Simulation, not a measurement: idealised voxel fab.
Process module under the name voxel transistor to metal
285 nm wide, 5 nm square cells: that's cross-section cut.
Cross-section spec: square-cell grid; bands listed top down; each band is one or more rows. Quick guide to a band line: top height, bottom height (nm) up front; then every material left to right with its width in nm. Only one material and it's marked "all across"? Then it fills the band edge to edge. And "empty" just means empty space. Where do heights start? At 0: under that level the wafer as delivered is made of one material only. And the lowest band has no floor; it just carries on downward, as in "top 0, no bottom". Note: "30..40" means the width goes from the first number (top row of the band) to the second number (bottom row) in equal steps per row of cells. Reading "no change" for a step: not a cell of the cross-section changed in it. "Closed void catalog" contains a list of empty spaces, each no smaller than 8 cells and without an open way to the top, written in the form width x height at distance with the distance from the left edge and all three in nm. It should be noted that, on the line of a given step, the content following the step's settings is a remark produced by the simulator itself with respect to that step. If you see "overlay nm" on a step's line and that step has a mask, it's telling you how far right of where it was planned the mask ended up; a negative number means it went left instead.

### Planned process steps
1 RECEIVE [material Si]
2 CONFORMAL_DEP [material SiO2] [thk nm 5]
3 CONFORMAL_DEP [material SiN] [thk nm 10]
4 DIRECTIONAL_DEP [material aC] [thk nm 10]
5 PATTERN [tone cover] [mask id ACTIVE] [material resist] [width nm 90] [pitch nm 115] [thk nm 25] [overlay nm 0]
6 DIRECTIONAL_ETCH [etch materials aC] [depth nm 10]
7 STRIP [etch materials resist]
8 DIRECTIONAL_ETCH [etch materials SiN] [depth nm 10]
9 DIRECTIONAL_ETCH [etch materials SiO2] [depth nm 5]
10 DIRECTIONAL_ETCH [etch materials Si] [depth nm 25]
11 STRIP [etch materials aC]
12 FILL_DEP [material SiO2] [thk nm 10]
13 CMP [height nm 15]
14 SELECTIVE_ETCH [etch materials SiO2] [depth nm 10]
15 STRIP [etch materials SiN]
16 SELECTIVE_ETCH [etch materials SiO2] [depth nm 5]
17 OXIDIZE [depth nm 5]
18 DIRECTIONAL_DEP [material polySi] [thk nm 30]
19 DIRECTIONAL_DEP [material SiCN] [thk nm 15]
20 PATTERN [tone cover] [mask id GATE] [material resist] [width nm 20] [pitch nm 115] [thk nm 20] [overlay nm 0]
21 DIRECTIONAL_ETCH [etch materials SiCN] [depth nm 25]
22 DIRECTIONAL_ETCH [etch materials polySi] [depth nm 40]
23 STRIP [etch materials resist]
24 CONFORMAL_DEP [material SiO2] [thk nm 5]
25 DIRECTIONAL_ETCH [etch materials SiO2] [depth nm 5]
26 CONFORMAL_DEP [material SiN] [thk nm 5]
27 DIRECTIONAL_ETCH [etch materials SiN] [depth nm 5]
28 DIRECTIONAL_ETCH [etch materials SiO2] [depth nm 5]
29 DIRECTIONAL_ETCH [etch materials Si] [depth nm 10]
30 EPI [material SiGe] [thk nm 15]
31 FILL_DEP [material SiO2] [thk nm 5]
32 CMP [height nm 45]
33 DIRECTIONAL_DEP [material SiO2] [thk nm 15]
34 PATTERN [tone open] [mask id CONTACT] [material resist] [width nm 15] [thk nm 20] [overlay nm 0]
35 DIRECTIONAL_ETCH [etch materials SiO2] [depth nm 60]
36 STRIP [etch materials resist]
37 CONFORMAL_DEP [material TiN] [thk nm 5]
38 FILL_DEP [material Ru] [thk nm 10]
39 CMP [height nm 60]
40 CONFORMAL_DEP [material SiCN] [thk nm 5]
41 DIRECTIONAL_DEP [material lowk] [thk nm 15]
42 PATTERN [tone open] [mask id METAL_1] [material resist] [width nm 15] [thk nm 15] [overlay nm 0]
43 DIRECTIONAL_ETCH [etch materials lowk] [depth nm 15]
44 DIRECTIONAL_ETCH [etch materials SiCN] [depth nm 5]
45 STRIP [etch materials resist]
46 CONFORMAL_DEP [material TiN] [thk nm 5]
47 FILL_DEP [material W] [thk nm 5]
48 CMP [height nm 80]
49 CONFORMAL_DEP [material SiCN] [thk nm 5]
50 DIRECTIONAL_DEP [material lowk] [thk nm 30]
51 DIRECTIONAL_DEP [material aC] [thk nm 15]
52 PATTERN [tone open] [mask id METAL_2] [material resist] [width nm 15] [pitch nm 115] [thk nm 30] [overlay nm 0]
53 DIRECTIONAL_ETCH [etch materials aC] [depth nm 15]
54 STRIP [etch materials resist]
55 DIRECTIONAL_ETCH [etch materials lowk] [depth nm 20]
56 STRIP [etch materials aC]
57 PATTERN [tone open] [mask id METAL_2_HOLES] [material resist] [width nm 15] [pitch nm 115] [thk nm 20] [overlay nm 0]
58 DIRECTIONAL_ETCH [etch materials lowk] [depth nm 10]
59 DIRECTIONAL_ETCH [etch materials SiCN] [depth nm 5]
60 STRIP [etch materials resist]
61 CONFORMAL_DEP [material TiN] [thk nm 5]
62 FILL_DEP [material Cu] [thk nm 5]
63 CMP [height nm 115]
64 CONFORMAL_DEP [material SiN] [thk nm 5]

### As-received state of the wafer in cross-section, equivalent to post-step 1
	top 0, no bottom = Si all across
	Closed void catalog: none

### The first of two wafers, cross-sectioned at the end of the module, with the run proceeding as planned
	top 120, bottom 115 = SiN all across
	top 115, bottom 85 = lowk (45)  TiN (5)  Cu (5)  TiN (5)  lowk (100)  TiN (5)  Cu (5)  TiN (5)  lowk (110)
	top 85, bottom 80 = SiCN (45)  TiN (15)  SiCN (100)  TiN (15)  SiCN (110)
	top 80, bottom 65 = lowk (45)  TiN (5)  W (5)  TiN (5)  lowk (50)  TiN (5)  W (5)  TiN (5)  lowk (35)  TiN (5)  W (5)  TiN (5)  lowk (50)  TiN (5)  W (5)  TiN (5)  lowk (45)
	top 65, bottom 60 = SiCN (45)  TiN (15)  SiCN (50)  TiN (15)  SiCN (35)  TiN (15)  SiCN (50)  TiN (15)  SiCN (45)
	top 60, bottom 45 = SiO2 (45)  TiN (5)  Ru (5)  TiN (5)  SiO2 (50)  TiN (5)  Ru (5)  TiN (5)  SiO2 (35)  TiN (5)  Ru (5)  TiN (5)  SiO2 (50)  TiN (5)  Ru (5)  TiN (5)  SiO2 (45)
	top 45, bottom 30 = SiO2 (45)  TiN (5)  Ru (5)  TiN (5)  SiO2 (5)  SiN (5)  SiO2 (5)  SiCN (20)  SiO2 (5)  SiN (5)  SiO2 (5)  TiN (5)  Ru (5)  TiN (5)  SiO2 (35)  TiN (5)  Ru (5)  TiN (5)  SiO2 (5)  SiN (5)  SiO2 (5)  SiCN (20)  SiO2 (5)  SiN (5)  SiO2 (5)  TiN (5)  Ru (5)  TiN (5)  SiO2 (45)
	top 30, bottom 15 = SiO2 (45)  TiN (5)  Ru (5)  TiN (5)  SiO2 (5)  SiN (5)  SiO2 (5)  polySi (20)  SiO2 (5)  SiN (5)  SiO2 (5)  TiN (5)  Ru (5)  TiN (5)  SiO2 (35)  TiN (5)  Ru (5)  TiN (5)  SiO2 (5)  SiN (5)  SiO2 (5)  polySi (20)  SiO2 (5)  SiN (5)  SiO2 (5)  TiN (5)  Ru (5)  TiN (5)  SiO2 (45)
	top 15, bottom 10 = SiO2 (45)  TiN (15)  SiO2 (5)  SiN (5)  SiO2 (5)  polySi (20)  SiO2 (5)  SiN (5)  SiO2 (5)  TiN (15)  SiO2 (35)  TiN (15)  SiO2 (5)  SiN (5)  SiO2 (5)  polySi (20)  SiO2 (5)  SiN (5)  SiO2 (5)  TiN (15)  SiO2 (45)
	top 10, bottom 0 = SiO2 (45)  TiN (5)  SiGe (15)  SiN (5)  SiO2 (5)  polySi (20)  SiO2 (5)  SiN (5)  SiGe (15)  TiN (5)  SiO2 (35)  TiN (5)  SiGe (15)  SiN (5)  SiO2 (5)  polySi (20)  SiO2 (5)  SiN (5)  SiGe (15)  TiN (5)  SiO2 (45)
	top 0, bottom -5 = SiO2 (35)  SiGe (30)  SiO2 (40)  SiGe (30)  SiO2 (15)  SiGe (30)  SiO2 (40)  SiGe (30)  SiO2 (35)
	top -5, bottom -15 = SiO2 (40)  SiGe (25)  Si (40)  SiGe (25)  SiO2 (25)  SiGe (25)  Si (40)  SiGe (25)  SiO2 (40)
	top -15, bottom -25 = SiO2 (40)  Si (90)  SiO2 (25)  Si (90)  SiO2 (40)
	top -25, no bottom = Si all across
	Closed void catalog: none

### Second wafer cross-section at end of module - shared start and plan with the first, one mistake in the run
	top 120, bottom 115 = SiN all across
	top 115, bottom 85 = lowk (45)  TiN (5)  Cu (5)  TiN (5)  lowk (100)  TiN (5)  Cu (5)  TiN (5)  lowk (110)
	top 85, bottom 80 = SiCN (45)  TiN (15)  SiCN (100)  TiN (15)  SiCN (110)
	top 80, bottom 65 = lowk (45)  TiN (5)  W (5)  TiN (5)  lowk (50)  TiN (5)  W (5)  TiN (5)  lowk (35)  TiN (5)  W (5)  TiN (5)  lowk (50)  TiN (5)  W (5)  TiN (5)  lowk (45)
	top 65, bottom 60 = SiCN (45)  TiN (15)  SiCN (50)  TiN (15)  SiCN (35)  TiN (15)  SiCN (50)  TiN (15)  SiCN (45)
	top 60, bottom 45 = SiO2 (45)  TiN (5)  Ru (5)  TiN (5)  SiO2 (50)  TiN (5)  Ru (5)  TiN (5)  SiO2 (35)  TiN (5)  Ru (5)  TiN (5)  SiO2 (50)  TiN (5)  Ru (5)  TiN (5)  SiO2 (45)
	top 45, bottom 30 = SiO2 (45)  TiN (5)  Ru (5)  TiN (5)  SiO2 (10)  SiN (5)  SiCN (20)  SiN (5)  SiO2 (10)  TiN (5)  Ru (5)  TiN (5)  SiO2 (35)  TiN (5)  Ru (5)  TiN (5)  SiO2 (10)  SiN (5)  SiCN (20)  SiN (5)  SiO2 (10)  TiN (5)  Ru (5)  TiN (5)  SiO2 (45)
	top 30, bottom 15 = SiO2 (45)  TiN (5)  Ru (5)  TiN (5)  SiO2 (10)  SiN (5)  polySi (20)  SiN (5)  SiO2 (10)  TiN (5)  Ru (5)  TiN (5)  SiO2 (35)  TiN (5)  Ru (5)  TiN (5)  SiO2 (10)  SiN (5)  polySi (20)  SiN (5)  SiO2 (10)  TiN (5)  Ru (5)  TiN (5)  SiO2 (45)
	top 15, bottom 10 = SiO2 (45)  TiN (15)  SiO2 (10)  SiN (5)  polySi (20)  SiN (5)  SiO2 (10)  TiN (15)  SiO2 (35)  TiN (15)  SiO2 (10)  SiN (5)  polySi (20)  SiN (5)  SiO2 (10)  TiN (15)  SiO2 (45)
	top 10, bottom 0 = SiO2 (45)  TiN (10)  SiGe (15)  SiN (5)  polySi (20)  SiN (5)  SiGe (15)  TiN (10)  SiO2 (35)  TiN (10)  SiGe (15)  SiN (5)  polySi (20)  SiN (5)  SiGe (15)  TiN (10)  SiO2 (45)
	top 0, bottom -5 = SiO2 (30)  SiGe (40)  SiN (5)  SiO2 (20)  SiN (5)  SiGe (40)  SiO2 (5)  SiGe (40)  SiN (5)  SiO2 (20)  SiN (5)  SiGe (40)  SiO2 (30)
	top -5, bottom -15 = SiO2 (30..40)  SiGe (40..30)  Si (30)  SiGe (40..30)  SiO2 (5..25)  SiGe (40..30)  Si (30)  SiGe (40..30)  SiO2 (30..40)
	top -15, bottom -25 = SiO2 (40)  Si (90)  SiO2 (25)  Si (90)  SiO2 (40)
	top -25, no bottom = Si all across
	Closed void catalog: none
Processing error: plan step 24 skipped
Final difference in cells, second wafer against first, listed per material as more or fewer: Si: 8 fewer; SiGe: 24 more; SiN: 4 more; SiO2: 28 fewer; TiN: 8 more
